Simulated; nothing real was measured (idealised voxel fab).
This is a process module. Its name is voxel self aligned contacts.
FYI the section here is cut, 205 nm wide, cells are 5 nm squares.
Cross-section, as written here: a square-cell grid given band by band from the top down, where a band holds one or more rows of cells.
Quick guide to a band line: top height, bottom height (nm) up front; then every material left to right with its width in nm. Only one material and it's marked "throughout"? Then it fills the band edge to edge. And "empty" just means empty space.
Heights are reckoned from 0. Under this level, the received wafer is all of one material. The bottommost band is open-ended downward, for example "z 0 and below".
Quick explanation for "30->40": the width changes in equal steps down the rows of cells, from the first number in the band's top row to the second number in its bottom row.
Key: "left unchanged" - step with no changed cell in the cross-section.
Entry "Enclosed cavities" = empty spaces >= 8 cells with no open way to the top; each as width x height at distance, distance from left edge, all nm.
Heads up: the bit after the settings on a step's line is the simulator's remark on that step.
overlay nm, on a step with a mask: how far to the right of its planned place the mask lay; to the left if negative

Here's what the planned process steps look like:
1) op RECEIVE | material Si
2) op OXIDIZE | depth nm 5
3) op DIRECTIONAL_DEP | material polySi | thk nm 30
4) op DIRECTIONAL_DEP | material SiN | thk nm 20
5) op PATTERN | tone cover | mask id GATE | material resist | width nm 35 | pitch nm 65 | thk nm 20 | overlay nm -5
6) op DIRECTIONAL_ETCH | etch materials SiN | depth nm 20
7) op DIRECTIONAL_ETCH | etch materials polySi | depth nm 30
8) op STRIP | etch materials resist
9) op CONFORMAL_DEP | material SiN | thk nm 5
10) op DIRECTIONAL_ETCH | etch materials SiN | depth nm 5
11) op FILL_DEP | material SiO2 | thk nm 15
12) op CMP | height nm 55
13) op MASKED_ETCH | tone open | mask id CONTACT | width nm 50 | pitch nm 65 | etch materials SiO2 | depth nm 60 | overlay nm 0
14) op CONFORMAL_DEP | material TiN | thk nm 5
15) op FILL_DEP | material W | thk nm 5
16) op CMP | height nm 55
17) op CONFORMAL_DEP | material SiCN | thk nm 5
Heads up: all these wafers start the same, and what changes between them is the overlay nm in step 5. The value you see in the plan is just what the first wafer got.

Cross-sectional view of the first of several wafers in the as-received condition, corresponding to the state following step 1:
- z 0 and below: Si throughout
- Enclosed cavities: none

Gained (+) or lost (-) cells of each material since receipt, then closed voids: one row per wafer, at the end of the module:
overlay nm -5 | -41 Si | +41 SiCN | +144 SiN | +114 SiO2 | +64 TiN | +44 W | +126 polySi | Enclosed cavities: none
overlay nm 0 | -41 Si | +41 SiCN | +144 SiN | +114 SiO2 | +64 TiN | +44 W | +126 polySi | Enclosed cavities: none
overlay nm 5 | -41 Si | +41 SiCN | +144 SiN | +114 SiO2 | +64 TiN | +44 W | +126 polySi | Enclosed cavities: none
